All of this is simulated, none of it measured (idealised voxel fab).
Title: Process Module voxel capacitor over wiring
cross-section cut | 205 nm wide | cells 5 nm
Think of the cross-section as a grid of square cells. We describe it in bands, top to bottom, and each band covers one or more rows of those cells. Per band: top height and bottom height in nm, followed by the left-to-right materials and their widths in nm; "everywhere" marks a single material spanning edge to edge, "blank" marks empty space. Convention: height 0 is the level below which the wafer, as received, is all one material. The lowest band does not terminate at the bottom but continues downward, represented as "0 -> down". A two-number width, for instance "30->40", indicates that the width is equal to the first number in the top row of the band and to the second number in the bottom row, and that it changes by a constant amount per row of cells. You'll sometimes find "no modifications" written for a step, and that's the way of saying that nowhere in the cross-section did a cell change during that step. "Closed empty spaces" lists enclosed empty spaces (at least 8 cells, no open path upward to the top), each as width x height at distance from the left edge, in nm. Whatever follows a step's settings on its line is a remark the simulator itself makes about that step. The "overlay nm" setting may appear on a step's line; for a step that uses a mask, it gives how far to the right of its planned position the mask lay, and a negative value indicates the left.

Steps in the process plan
1: RECEIVE | material Si
2: CONFORMAL_DEP | material SiO2 | thk nm 15
3: DIRECTIONAL_DEP | material TiN | thk nm 5
4: DIRECTIONAL_DEP | material Ru | thk nm 20
5: PATTERN | tone cover | mask id METAL_1 | material resist | width nm 25 | pitch nm 90 | thk nm 20 | overlay nm 0
6: DIRECTIONAL_ETCH | etch materials Ru | depth nm 20
7: DIRECTIONAL_ETCH | etch materials TiN | depth nm 5
8: STRIP | etch materials resist
9: CONFORMAL_DEP | material SiCN | thk nm 5
10: FILL_DEP | material lowk | thk nm 5
11: CMP | height nm 40
12: CONFORMAL_DEP | material SiCN | thk nm 5
13: DIRECTIONAL_DEP | material SiO2 | thk nm 10
14: PATTERN | tone open | mask id PLUG_1 | material resist | width nm 15 | thk nm 20 | overlay nm 0
15: DIRECTIONAL_ETCH | etch materials SiO2 | depth nm 10
16: DIRECTIONAL_ETCH | etch materials SiCN | depth nm 5
17: STRIP | etch materials resist
18: EPI | material Ru | thk nm 10
19: EPI | material Ru | thk nm 5
20: DIRECTIONAL_DEP | material TiN | thk nm 10
21: DIRECTIONAL_DEP | material Al2O3 | thk nm 5
22: DIRECTIONAL_DEP | material TiN | thk nm 10
23: PATTERN | tone cover | mask id UPPER_PLATE | material resist | width nm 70 | thk nm 15 | overlay nm 0
24: DIRECTIONAL_ETCH | etch materials TiN | depth nm 10
25: DIRECTIONAL_ETCH | etch materials Al2O3 | depth nm 5
26: STRIP | etch materials resist
27: PATTERN | tone cover | mask id LOWER_PLATE | material resist | width nm 80 | thk nm 20 | overlay nm 0
28: DIRECTIONAL_ETCH | etch materials TiN | depth nm 10
29: STRIP | etch materials resist
30: FILL_DEP | material SiO2 | thk nm 20
31: CMP | height nm 95
32: DIRECTIONAL_DEP | material aC | thk nm 15
33: PATTERN | tone open | mask id PLUG_2 | material resist | width nm 15 | thk nm 30 | overlay nm 0
34: DIRECTIONAL_ETCH | etch materials aC | depth nm 15
35: STRIP | etch materials resist
36: DIRECTIONAL_ETCH | etch materials SiO2 | depth nm 15
37: STRIP | etch materials aC
38: CONFORMAL_DEP | material TiN | thk nm 5
39: FILL_DEP | material W | thk nm 10
40: CMP | height nm 95
41: CONFORMAL_DEP | material SiCN | thk nm 5

Concerning the first of two wafers, which was run in accordance with the plan

Incoming wafer, cross-sectional view, post step 1
  0 -> down: Si everywhere
  Closed empty spaces: none

After step 2: wafer cross-section
  15 -> 0: SiO2 everywhere
  Under 0: no change, same as before.

After step 3: wafer cross-section
  20 -> 15: TiN everywhere
  Under 15: no change, same as before.

After step 4: wafer cross-section
  40 -> 20: Ru everywhere
  Under 20: no change, same as before.

After step 5: wafer cross-section
  60 -> 40: 45 nm blank / 25 nm resist / 65 nm blank / 25 nm resist / 45 nm blank
  Under 40: no change, same as before.

After step 6: wafer cross-section
  60 -> 40: 45 nm blank / 25 nm resist / 65 nm blank / 25 nm resist / 45 nm blank
  40 -> 20: 45 nm blank / 25 nm Ru / 65 nm blank / 25 nm Ru / 45 nm blank
  Under 20: no change, same as before.

After step 7: wafer cross-section
  60 -> 40: 45 nm blank / 25 nm resist / 65 nm blank / 25 nm resist / 45 nm blank
  40 -> 20: 45 nm blank / 25 nm Ru / 65 nm blank / 25 nm Ru / 45 nm blank
  20 -> 15: 45 nm blank / 25 nm TiN / 65 nm blank / 25 nm TiN / 45 nm blank
  Under 15: no change, same as before.

After step 8: wafer cross-section
  40 -> 20: 45 nm blank / 25 nm Ru / 65 nm blank / 25 nm Ru / 45 nm blank
  Under 20: no change, same as before.

After step 9: wafer cross-section
  45 -> 40: 40 nm blank / 35 nm SiCN / 55 nm blank / 35 nm SiCN / 40 nm blank
  40 -> 20: 40 nm blank / 5 nm SiCN / 25 nm Ru / 5 nm SiCN / 55 nm blank / 5 nm SiCN / 25 nm Ru / 5 nm SiCN / 40 nm blank
  20 -> 15: 45 nm SiCN / 25 nm TiN / 65 nm SiCN / 25 nm TiN / 45 nm SiCN
  Under 15: no change, same as before.

After step 10: wafer cross-section
  50 -> 45: lowk everywhere
  45 -> 40: 40 nm lowk / 35 nm SiCN / 55 nm lowk / 35 nm SiCN / 40 nm lowk
  40 -> 20: 40 nm lowk / 5 nm SiCN / 25 nm Ru / 5 nm SiCN / 55 nm lowk / 5 nm SiCN / 25 nm Ru / 5 nm SiCN / 40 nm lowk
  Under 20: no change, same as before.

After step 11: wafer cross-section
  40 -> 20: 40 nm lowk / 5 nm SiCN / 25 nm Ru / 5 nm SiCN / 55 nm lowk / 5 nm SiCN / 25 nm Ru / 5 nm SiCN / 40 nm lowk
  Under 20: no change, same as before.

After step 12: wafer cross-section
  45 -> 40: SiCN everywhere
  Under 40: no change, same as before.

After step 13: wafer cross-section
  55 -> 45: SiO2 everywhere
  Under 45: no change, same as before.

After step 14: wafer cross-section
  75 -> 55: 55 nm resist / 15 nm blank / 135 nm resist
  Under 55: no change, same as before.

After step 15: wafer cross-section
  75 -> 55: 55 nm resist / 15 nm blank / 135 nm resist
  55 -> 45: 55 nm SiO2 / 15 nm blank / 135 nm SiO2
  Under 45: no change, same as before.

After step 16: wafer cross-section
  75 -> 55: 55 nm resist / 15 nm blank / 135 nm resist
  55 -> 45: 55 nm SiO2 / 15 nm blank / 135 nm SiO2
  45 -> 40: 55 nm SiCN / 15 nm blank / 135 nm SiCN
  Under 40: no change, same as before.

After step 17: wafer cross-section
  55 -> 45: 55 nm SiO2 / 15 nm blank / 135 nm SiO2
  Under 45: no change, same as before.

After step 18: wafer cross-section
  55 -> 50: 55 nm SiO2 / 15 nm blank / 135 nm SiO2
  50 -> 45: 55 nm SiO2 / 15 nm Ru / 135 nm SiO2
  45 -> 40: 55 nm SiCN / 15 nm Ru / 135 nm SiCN
  Under 40: no change, same as before.

After step 19: wafer cross-section
  55 -> 45: 55 nm SiO2 / 15 nm Ru / 135 nm SiO2
  Under 45: no change, same as before.

After step 20: wafer cross-section
  65 -> 55: TiN everywhere
  Under 55: no change, same as before.

After step 21: wafer cross-section
  70 -> 65: Al2O3 everywhere
  Under 65: no change, same as before.

After step 22: wafer cross-section
  80 -> 70: TiN everywhere
  Under 70: no change, same as before.

After step 23: wafer cross-section
  95 -> 80: 55 nm blank / 70 nm resist / 80 nm blank
  Under 80: no change, same as before.

After step 24: wafer cross-section
  95 -> 80: 55 nm blank / 70 nm resist / 80 nm blank
  80 -> 70: 55 nm blank / 70 nm TiN / 80 nm blank
  Under 70: no change, same as before.

After step 25: wafer cross-section
  95 -> 80: 55 nm blank / 70 nm resist / 80 nm blank
  80 -> 70: 55 nm blank / 70 nm TiN / 80 nm blank
  70 -> 65: 55 nm blank / 70 nm Al2O3 / 80 nm blank
  Under 65: no change, same as before.

After step 26: wafer cross-section
  80 -> 70: 55 nm blank / 70 nm TiN / 80 nm blank
  Under 70: no change, same as before.

After step 27: wafer cross-section
  100 -> 80: 50 nm blank / 80 nm resist / 75 nm blank
  80 -> 70: 50 nm blank / 5 nm resist / 70 nm TiN / 5 nm resist / 75 nm blank
  70 -> 65: 50 nm blank / 5 nm resist / 70 nm Al2O3 / 5 nm resist / 75 nm blank
  Under 65: no change, same as before.

After step 28: wafer cross-section
  100 -> 80: 50 nm blank / 80 nm resist / 75 nm blank
  80 -> 70: 50 nm blank / 5 nm resist / 70 nm TiN / 5 nm resist / 75 nm blank
  70 -> 65: 50 nm blank / 5 nm resist / 70 nm Al2O3 / 5 nm resist / 75 nm blank
  65 -> 55: 50 nm blank / 80 nm TiN / 75 nm blank
  Under 55: no change, same as before.

After step 29: wafer cross-section
  80 -> 70: 55 nm blank / 70 nm TiN / 80 nm blank
  70 -> 65: 55 nm blank / 70 nm Al2O3 / 80 nm blank
  Under 65: no change, same as before.

After step 30: wafer cross-section
  100 -> 80: SiO2 everywhere
  80 -> 70: 55 nm SiO2 / 70 nm TiN / 80 nm SiO2
  70 -> 65: 55 nm SiO2 / 70 nm Al2O3 / 80 nm SiO2
  65 -> 55: 50 nm SiO2 / 80 nm TiN / 75 nm SiO2
  Under 55: no change, same as before.

After step 31: wafer cross-section
  95 -> 80: SiO2 everywhere
  Under 80: no change, same as before.

After step 32: wafer cross-section
  110 -> 95: aC everywhere
  Under 95: no change, same as before.

After step 33: wafer cross-section
  140 -> 110: 65 nm resist / 15 nm blank / 125 nm resist
  Under 110: no change, same as before.

After step 34: wafer cross-section
  125 -> 110: 65 nm resist / 15 nm blank / 125 nm resist
  110 -> 95: 65 nm aC / 15 nm blank / 125 nm aC
  Under 95: no change, same as before.

After step 35: wafer cross-section
  110 -> 95: 65 nm aC / 15 nm blank / 125 nm aC
  Under 95: no change, same as before.

After step 36: wafer cross-section
  110 -> 95: 65 nm aC / 15 nm blank / 125 nm aC
  95 -> 80: 65 nm SiO2 / 15 nm blank / 125 nm SiO2
  Under 80: no change, same as before.

After step 37: wafer cross-section
  95 -> 80: 65 nm SiO2 / 15 nm blank / 125 nm SiO2
  Under 80: no change, same as before.

After step 38: wafer cross-section
  100 -> 95: 70 nm TiN / 5 nm blank / 130 nm TiN
  95 -> 85: 65 nm SiO2 / 5 nm TiN / 5 nm blank / 5 nm TiN / 125 nm SiO2
  85 -> 80: 65 nm SiO2 / 15 nm TiN / 125 nm SiO2
  Under 80: no change, same as before.

After step 39: wafer cross-section
  110 -> 100: W everywhere
  100 -> 95: 70 nm TiN / 5 nm W / 130 nm TiN
  95 -> 85: 65 nm SiO2 / 5 nm TiN / 5 nm W / 5 nm TiN / 125 nm SiO2
  Under 85: no change, same as before.

After step 40: wafer cross-section
  95 -> 85: 65 nm SiO2 / 5 nm TiN / 5 nm W / 5 nm TiN / 125 nm SiO2
  Under 85: no change, same as before.

After step 41: wafer cross-section
  100 -> 95: SiCN everywhere
  Under 95: no change, same as before.

What follows concerns the second wafer, which started out like the first and was meant to follow the very same plan; one mistake crept in when it was run, but everything up to and including step 1 is the same as for the first wafer

Second wafer, cut view, end of step 2 per plan
  30 -> 0: SiO2 everywhere
  Under 0: no change, same as before.

Second wafer, cut view, end of step 3 per plan
  35 -> 30: TiN everywhere
  Under 30: no change, same as before.

Second wafer, cut view, end of step 4 per plan
  55 -> 35: Ru everywhere
  Under 35: no change, same as before.

Second wafer, cut view, end of step 5 per plan
  75 -> 55: 45 nm blank / 25 nm resist / 65 nm blank / 25 nm resist / 45 nm blank
  Under 55: no change, same as before.

Second wafer, cut view, end of step 6 per plan
  75 -> 55: 45 nm blank / 25 nm resist / 65 nm blank / 25 nm resist / 45 nm blank
  55 -> 35: 45 nm blank / 25 nm Ru / 65 nm blank / 25 nm Ru / 45 nm blank
  Under 35: no change, same as before.

Second wafer, cut view, end of step 7 per plan
  75 -> 55: 45 nm blank / 25 nm resist / 65 nm blank / 25 nm resist / 45 nm blank
  55 -> 35: 45 nm blank / 25 nm Ru / 65 nm blank / 25 nm Ru / 45 nm blank
  35 -> 30: 45 nm blank / 25 nm TiN / 65 nm blank / 25 nm TiN / 45 nm blank
  Under 30: no change, same as before.

Second wafer, cut view, end of step 8 per plan
  55 -> 35: 45 nm blank / 25 nm Ru / 65 nm blank / 25 nm Ru / 45 nm blank
  Under 35: no change, same as before.

Second wafer, cut view, end of step 9 per plan
  60 -> 55: 40 nm blank / 35 nm SiCN / 55 nm blank / 35 nm SiCN / 40 nm blank
  55 -> 35: 40 nm blank / 5 nm SiCN / 25 nm Ru / 5 nm SiCN / 55 nm blank / 5 nm SiCN / 25 nm Ru / 5 nm SiCN / 40 nm blank
  35 -> 30: 45 nm SiCN / 25 nm TiN / 65 nm SiCN / 25 nm TiN / 45 nm SiCN
  Under 30: no change, same as before.

Second wafer, cut view, end of step 10 per plan
  65 -> 60: lowk everywhere
  60 -> 55: 40 nm lowk / 35 nm SiCN / 55 nm lowk / 35 nm SiCN / 40 nm lowk
  55 -> 35: 40 nm lowk / 5 nm SiCN / 25 nm Ru / 5 nm SiCN / 55 nm lowk / 5 nm SiCN / 25 nm Ru / 5 nm SiCN / 40 nm lowk
  Under 35: no change, same as before.

Second wafer, cut view, end of step 11 per plan
  40 -> 35: 40 nm lowk / 5 nm SiCN / 25 nm Ru / 5 nm SiCN / 55 nm lowk / 5 nm SiCN / 25 nm Ru / 5 nm SiCN / 40 nm lowk
  Under 35: no change, same as before.

Second wafer, cut view, end of step 12 per plan
  45 -> 40: SiCN everywhere
  Under 40: no change, same as before.

Second wafer, cut view, end of step 13 per plan
  55 -> 45: SiO2 everywhere
  Under 45: no change, same as before.

Second wafer, cut view, end of step 14 per plan
  75 -> 55: 55 nm resist / 15 nm blank / 135 nm resist
  Under 55: no change, same as before.

Second wafer, cut view, end of step 15 per plan
  75 -> 55: 55 nm resist / 15 nm blank / 135 nm resist
  55 -> 45: 55 nm SiO2 / 15 nm blank / 135 nm SiO2
  Under 45: no change, same as before.

Second wafer, cut view, end of step 16 per plan
  75 -> 55: 55 nm resist / 15 nm blank / 135 nm resist
  55 -> 45: 55 nm SiO2 / 15 nm blank / 135 nm SiO2
  45 -> 40: 55 nm SiCN / 15 nm blank / 135 nm SiCN
  Under 40: no change, same as before.

Second wafer, cut view, end of step 17 per plan
  55 -> 45: 55 nm SiO2 / 15 nm blank / 135 nm SiO2
  Under 45: no change, same as before.

Second wafer, cut view, end of step 18 per plan
  55 -> 50: 55 nm SiO2 / 15 nm blank / 135 nm SiO2
  50 -> 45: 55 nm SiO2 / 15 nm Ru / 135 nm SiO2
  45 -> 40: 55 nm SiCN / 15 nm Ru / 135 nm SiCN
  Under 40: no change, same as before.

Second wafer, cut view, end of step 19 per plan
  55 -> 45: 55 nm SiO2 / 15 nm Ru / 135 nm SiO2
  Under 45: no change, same as before.

Second wafer, cut view, end of step 20 per plan
  65 -> 55: TiN everywhere
  Under 55: no change, same as before.

Second wafer, cut view, end of step 21 per plan
  70 -> 65: Al2O3 everywhere
  Under 65: no change, same as before.

Second wafer, cut view, end of step 22 per plan
  80 -> 70: TiN everywhere
  Under 70: no change, same as before.

Second wafer, cut view, end of step 23 per plan
  95 -> 80: 55 nm blank / 70 nm resist / 80 nm blank
  Under 80: no change, same as before.

Second wafer, cut view, end of step 24 per plan
  95 -> 80: 55 nm blank / 70 nm resist / 80 nm blank
  80 -> 70: 55 nm blank / 70 nm TiN / 80 nm blank
  Under 70: no change, same as before.

Second wafer, cut view, end of step 25 per plan
  95 -> 80: 55 nm blank / 70 nm resist / 80 nm blank
  80 -> 70: 55 nm blank / 70 nm TiN / 80 nm blank
  70 -> 65: 55 nm blank / 70 nm Al2O3 / 80 nm blank
  Under 65: no change, same as before.

Second wafer, cut view, end of step 26 per plan
  80 -> 70: 55 nm blank / 70 nm TiN / 80 nm blank
  Under 70: no change, same as before.

Second wafer, cut view, end of step 27 per plan
  100 -> 80: 50 nm blank / 80 nm resist / 75 nm blank
  80 -> 70: 50 nm blank / 5 nm resist / 70 nm TiN / 5 nm resist / 75 nm blank
  70 -> 65: 50 nm blank / 5 nm resist / 70 nm Al2O3 / 5 nm resist / 75 nm blank
  Under 65: no change, same as before.

Second wafer, cut view, end of step 28 per plan
  100 -> 80: 50 nm blank / 80 nm resist / 75 nm blank
  80 -> 70: 50 nm blank / 5 nm resist / 70 nm TiN / 5 nm resist / 75 nm blank
  70 -> 65: 50 nm blank / 5 nm resist / 70 nm Al2O3 / 5 nm resist / 75 nm blank
  65 -> 55: 50 nm blank / 80 nm TiN / 75 nm blank
  Under 55: no change, same as before.

Second wafer, cut view, end of step 29 per plan
  80 -> 70: 55 nm blank / 70 nm TiN / 80 nm blank
  70 -> 65: 55 nm blank / 70 nm Al2O3 / 80 nm blank
  Under 65: no change, same as before.

Second wafer, cut view, end of step 30 per plan
  100 -> 80: SiO2 everywhere
  80 -> 70: 55 nm SiO2 / 70 nm TiN / 80 nm SiO2
  70 -> 65: 55 nm SiO2 / 70 nm Al2O3 / 80 nm SiO2
  65 -> 55: 50 nm SiO2 / 80 nm TiN / 75 nm SiO2
  Under 55: no change, same as before.

Second wafer, cut view, end of step 31 per plan
  95 -> 80: SiO2 everywhere
  Under 80: no change, same as before.

Second wafer, cut view, end of step 32 per plan
  110 -> 95: aC everywhere
  Under 95: no change, same as before.

Second wafer, cut view, end of step 33 per plan
  140 -> 110: 65 nm resist / 15 nm blank / 125 nm resist
  Under 110: no change, same as before.

Second wafer, cut view, end of step 34 per plan
  125 -> 110: 65 nm resist / 15 nm blank / 125 nm resist
  110 -> 95: 65 nm aC / 15 nm blank / 125 nm aC
  Under 95: no change, same as before.

Second wafer, cut view, end of step 35 per plan
  110 -> 95: 65 nm aC / 15 nm blank / 125 nm aC
  Under 95: no change, same as before.

Second wafer, cut view, end of step 36 per plan
  110 -> 95: 65 nm aC / 15 nm blank / 125 nm aC
  95 -> 80: 65 nm SiO2 / 15 nm blank / 125 nm SiO2
  Under 80: no change, same as before.

Second wafer, cut view, end of step 37 per plan
  95 -> 80: 65 nm SiO2 / 15 nm blank / 125 nm SiO2
  Under 80: no change, same as before.

Second wafer, cut view, end of step 38 per plan
  100 -> 95: 70 nm TiN / 5 nm blank / 130 nm TiN
  95 -> 85: 65 nm SiO2 / 5 nm TiN / 5 nm blank / 5 nm TiN / 125 nm SiO2
  85 -> 80: 65 nm SiO2 / 15 nm TiN / 125 nm SiO2
  Under 80: no change, same as before.

Second wafer, cut view, end of step 39 per plan
  110 -> 100: W everywhere
  100 -> 95: 70 nm TiN / 5 nm W / 130 nm TiN
  95 -> 85: 65 nm SiO2 / 5 nm TiN / 5 nm W / 5 nm TiN / 125 nm SiO2
  Under 85: no change, same as before.

Second wafer, cut view, end of step 40 per plan
  95 -> 85: 65 nm SiO2 / 5 nm TiN / 5 nm W / 5 nm TiN / 125 nm SiO2
  Under 85: no change, same as before.

Second wafer, cut view, end of step 41 per plan
  100 -> 95: SiCN everywhere
  Under 95: no change, same as before.
What broke from the plan during processing? the plan's step 2 ran twice
Cell-count delta at end, second wafer over first, by material: -30 Ru; -12 SiCN; +123 SiO2; -81 lowk
